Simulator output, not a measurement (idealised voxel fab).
The name of this process module is voxel ribs on slabs.
The cross-section shown here is cut; it is 275 nm wide and divided into square cells measuring 5 nm on a side.
Cross-section = grid of square cells, listed top down in bands; band = one or more rows. This entry defines a band. It first specifies the height of the band's top and the height of its bottom in nm, and then specifies the band's materials from left to right, stating each material with its width in nm. The word "edge to edge" identifies a single material that fills the band from edge to edge, while the word "air" identifies empty space. The level at which height equals 0 is the one under which the wafer, as it arrives, is entirely one material. No lower edge exists for the bottom band, which continues downward and is notated as in "z 0 and below". Per-row width for "30->40": begins at first number (top row of band), ends at second number (bottom row), increment between rows held constant. Basically "changes: none" means that step didn't change any cell in the cross-section. The entry titled "Cavities, closed" provides the empty spaces that have no open way to the top, restricted to those of 8 cells or more. Each is presented as width x height at distance, the distance being measured from the left edge, with all three in nm. Text after the settings on a step's line: the simulator's own remark on that step. The optional step-line setting "overlay nm" applies to steps with a mask and quantifies how far to the right of its planned location the mask lay, a negative value indicating leftward placement.

Planned process steps
1: RECEIVE, material Si
2: DIRECTIONAL_DEP, material SiO2, thk nm 30
3: DIRECTIONAL_DEP, material SiN, thk nm 20
4: DIRECTIONAL_DEP, material aC, thk nm 15
5: PATTERN, tone cover, mask id RIB, material resist, width nm 30, thk nm 35, overlay nm 0
6: DIRECTIONAL_ETCH, etch materials aC, depth nm 15
7: STRIP, etch materials resist
8: DIRECTIONAL_ETCH, etch materials SiN, depth nm 5
9: STRIP, etch materials aC
10: DIRECTIONAL_DEP, material aC, thk nm 10
11: PATTERN, tone cover, mask id SLAB, material resist, width nm 80, thk nm 30, overlay nm 0
12: DIRECTIONAL_ETCH, etch materials aC, depth nm 10
13: STRIP, etch materials resist
14: DIRECTIONAL_ETCH, etch materials SiN, depth nm 15
15: STRIP, etch materials aC
16: FILL_DEP, material SiO2, thk nm 25
17: CMP, height nm 65
18: DIRECTIONAL_DEP, material TiN, thk nm 5
19: PATTERN, tone cover, mask id HEATER, material resist, width nm 40, thk nm 20, overlay nm 0
20: DIRECTIONAL_ETCH, etch materials TiN, depth nm 5
21: STRIP, etch materials resist
22: CONFORMAL_DEP, material SiO2, thk nm 10

So, the first of our two wafers, run just as we planned it

Incoming wafer in cross-section (state: after step 1)
> z 0 and below | Si edge to edge
> Cavities, closed: none

The wafer, seen in cross-section, after step 2
> z 30 to 0 | SiO2 edge to edge
> For the remainder of the cross-section, below 0, there is no change.

The wafer, seen in cross-section, after step 3
> z 50 to 30 | SiN edge to edge
> For the remainder of the cross-section, below 30, there is no change.

The wafer, seen in cross-section, after step 4
> z 65 to 50 | aC edge to edge
> For the remainder of the cross-section, below 50, there is no change.

The wafer, seen in cross-section, after step 5
> z 100 to 65 | 120 of air; 30 of resist; 125 of air
> For the remainder of the cross-section, below 65, there is no change.

The wafer, seen in cross-section, after step 6
> z 85 to 65 | 120 of air; 30 of resist; 125 of air
> z 65 to 50 | 120 of air; 30 of aC; 125 of air
> For the remainder of the cross-section, below 50, there is no change.

The wafer, seen in cross-section, after step 7
> z 65 to 50 | 120 of air; 30 of aC; 125 of air
> For the remainder of the cross-section, below 50, there is no change.

The wafer, seen in cross-section, after step 8
> z 65 to 50 | 120 of air; 30 of aC; 125 of air
> z 50 to 45 | 120 of air; 30 of SiN; 125 of air
> For the remainder of the cross-section, below 45, there is no change.

The wafer, seen in cross-section, after step 9
> z 50 to 45 | 120 of air; 30 of SiN; 125 of air
> For the remainder of the cross-section, below 45, there is no change.

The wafer, seen in cross-section, after step 10
> z 60 to 55 | 120 of air; 30 of aC; 125 of air
> z 55 to 50 | aC edge to edge
> z 50 to 45 | 120 of aC; 30 of SiN; 125 of aC
> For the remainder of the cross-section, below 45, there is no change.

The wafer, seen in cross-section, after step 11
> z 90 to 60 | 95 of air; 80 of resist; 100 of air
> z 60 to 55 | 95 of air; 25 of resist; 30 of aC; 25 of resist; 100 of air
> For the remainder of the cross-section, below 55, there is no change.

The wafer, seen in cross-section, after step 12
> z 80 to 60 | 95 of air; 80 of resist; 100 of air
> z 60 to 55 | 95 of air; 25 of resist; 30 of aC; 25 of resist; 100 of air
> z 55 to 50 | 95 of air; 80 of aC; 100 of air
> z 50 to 45 | 95 of air; 25 of aC; 30 of SiN; 25 of aC; 100 of air
> For the remainder of the cross-section, below 45, there is no change.

The wafer, seen in cross-section, after step 13
> z 60 to 50 | 120->95 of air; 30->80 of aC; 125->100 of air
> For the remainder of the cross-section, below 50, there is no change.

The wafer, seen in cross-section, after step 14
> z 60 to 50 | 120->95 of air; 30->80 of aC; 125->100 of air
> z 50 to 45 | 95 of air; 25 of aC; 30 of SiN; 25 of aC; 100 of air
> z 45 to 30 | 95 of air; 80 of SiN; 100 of air
> For the remainder of the cross-section, below 30, there is no change.

The wafer, seen in cross-section, after step 15
> z 50 to 45 | 120 of air; 30 of SiN; 125 of air
> For the remainder of the cross-section, below 45, there is no change.

The wafer, seen in cross-section, after step 16
> z 75 to 50 | SiO2 edge to edge
> z 50 to 45 | 120 of SiO2; 30 of SiN; 125 of SiO2
> z 45 to 30 | 95 of SiO2; 80 of SiN; 100 of SiO2
> For the remainder of the cross-section, below 30, there is no change.

The wafer, seen in cross-section, after step 17
> z 65 to 50 | SiO2 edge to edge
> For the remainder of the cross-section, below 50, there is no change.

The wafer, seen in cross-section, after step 18
> z 70 to 65 | TiN edge to edge
> For the remainder of the cross-section, below 65, there is no change.

The wafer, seen in cross-section, after step 19
> z 90 to 70 | 115 of air; 40 of resist; 120 of air
> For the remainder of the cross-section, below 70, there is no change.

The wafer, seen in cross-section, after step 20
> z 90 to 70 | 115 of air; 40 of resist; 120 of air
> z 70 to 65 | 115 of air; 40 of TiN; 120 of air
> For the remainder of the cross-section, below 65, there is no change.

The wafer, seen in cross-section, after step 21
> z 70 to 65 | 115 of air; 40 of TiN; 120 of air
> For the remainder of the cross-section, below 65, there is no change.

The wafer, seen in cross-section, after step 22
> z 80 to 75 | 105 of air; 60 of SiO2; 110 of air
> z 75 to 70 | SiO2 edge to edge
> z 70 to 65 | 115 of SiO2; 40 of TiN; 120 of SiO2
> For the remainder of the cross-section, below 65, there is no change.

The remaining wafer, second of the two, started like the first and was run to the same plan, except that one mistake was made along the way; the two coincide through step 1, inclusive

Look at the second wafer in cross-section at the time step 2 ought to have finished
> z 25 to 0 | SiO2 edge to edge
> For the remainder of the cross-section, below 0, there is no change.

Look at the second wafer in cross-section at the time step 3 ought to have finished
> z 45 to 25 | SiN edge to edge
> For the remainder of the cross-section, below 25, there is no change.

Look at the second wafer in cross-section at the time step 4 ought to have finished
> z 60 to 45 | aC edge to edge
> For the remainder of the cross-section, below 45, there is no change.

Look at the second wafer in cross-section at the time step 5 ought to have finished
> z 95 to 60 | 120 of air; 30 of resist; 125 of air
> For the remainder of the cross-section, below 60, there is no change.

Look at the second wafer in cross-section at the time step 6 ought to have finished
> z 80 to 60 | 120 of air; 30 of resist; 125 of air
> z 60 to 45 | 120 of air; 30 of aC; 125 of air
> For the remainder of the cross-section, below 45, there is no change.

Look at the second wafer in cross-section at the time step 7 ought to have finished
> z 60 to 45 | 120 of air; 30 of aC; 125 of air
> For the remainder of the cross-section, below 45, there is no change.

Look at the second wafer in cross-section at the time step 8 ought to have finished
> z 60 to 45 | 120 of air; 30 of aC; 125 of air
> z 45 to 40 | 120 of air; 30 of SiN; 125 of air
> For the remainder of the cross-section, below 40, there is no change.

Look at the second wafer in cross-section at the time step 9 ought to have finished
> z 45 to 40 | 120 of air; 30 of SiN; 125 of air
> For the remainder of the cross-section, below 40, there is no change.

Look at the second wafer in cross-section at the time step 10 ought to have finished
> z 55 to 50 | 120 of air; 30 of aC; 125 of air
> z 50 to 45 | aC edge to edge
> z 45 to 40 | 120 of aC; 30 of SiN; 125 of aC
> For the remainder of the cross-section, below 40, there is no change.

Look at the second wafer in cross-section at the time step 11 ought to have finished
> z 85 to 55 | 95 of air; 80 of resist; 100 of air
> z 55 to 50 | 95 of air; 25 of resist; 30 of aC; 25 of resist; 100 of air
> For the remainder of the cross-section, below 50, there is no change.

Look at the second wafer in cross-section at the time step 12 ought to have finished
> z 75 to 55 | 95 of air; 80 of resist; 100 of air
> z 55 to 50 | 95 of air; 25 of resist; 30 of aC; 25 of resist; 100 of air
> z 50 to 45 | 95 of air; 80 of aC; 100 of air
> z 45 to 40 | 95 of air; 25 of aC; 30 of SiN; 25 of aC; 100 of air
> For the remainder of the cross-section, below 40, there is no change.

Look at the second wafer in cross-section at the time step 13 ought to have finished
> z 55 to 45 | 120->95 of air; 30->80 of aC; 125->100 of air
> For the remainder of the cross-section, below 45, there is no change.

Look at the second wafer in cross-section at the time step 14 ought to have finished
> z 55 to 45 | 120->95 of air; 30->80 of aC; 125->100 of air
> z 45 to 40 | 95 of air; 25 of aC; 30 of SiN; 25 of aC; 100 of air
> z 40 to 25 | 95 of air; 80 of SiN; 100 of air
> For the remainder of the cross-section, below 25, there is no change.

Look at the second wafer in cross-section at the time step 15 ought to have finished
> z 45 to 40 | 120 of air; 30 of SiN; 125 of air
> For the remainder of the cross-section, below 40, there is no change.

Look at the second wafer in cross-section at the time step 16 ought to have finished
> z 70 to 45 | SiO2 edge to edge
> z 45 to 40 | 120 of SiO2; 30 of SiN; 125 of SiO2
> z 40 to 25 | 95 of SiO2; 80 of SiN; 100 of SiO2
> For the remainder of the cross-section, below 25, there is no change.

Look at the second wafer in cross-section at the time step 17 ought to have finished
> z 65 to 45 | SiO2 edge to edge
> For the remainder of the cross-section, below 45, there is no change.

Look at the second wafer in cross-section at the time step 18 ought to have finished
> z 70 to 65 | TiN edge to edge
> For the remainder of the cross-section, below 65, there is no change.

Look at the second wafer in cross-section at the time step 19 ought to have finished
> z 90 to 70 | 115 of air; 40 of resist; 120 of air
> For the remainder of the cross-section, below 70, there is no change.

Look at the second wafer in cross-section at the time step 20 ought to have finished
> z 90 to 70 | 115 of air; 40 of resist; 120 of air
> z 70 to 65 | 115 of air; 40 of TiN; 120 of air
> For the remainder of the cross-section, below 65, there is no change.

Look at the second wafer in cross-section at the time step 21 ought to have finished
> z 70 to 65 | 115 of air; 40 of TiN; 120 of air
> For the remainder of the cross-section, below 65, there is no change.

Look at the second wafer in cross-section at the time step 22 ought to have finished
> z 80 to 75 | 105 of air; 60 of SiO2; 110 of air
> z 75 to 70 | SiO2 edge to edge
> z 70 to 65 | 115 of SiO2; 40 of TiN; 120 of SiO2
> For the remainder of the cross-section, below 65, there is no change.
Run error: off-plan run, step 2, actual operation and settings DIRECTIONAL_DEP, material SiO2, thk nm 25
End check, second vs first wafer: material counts in cells match, positions do not.
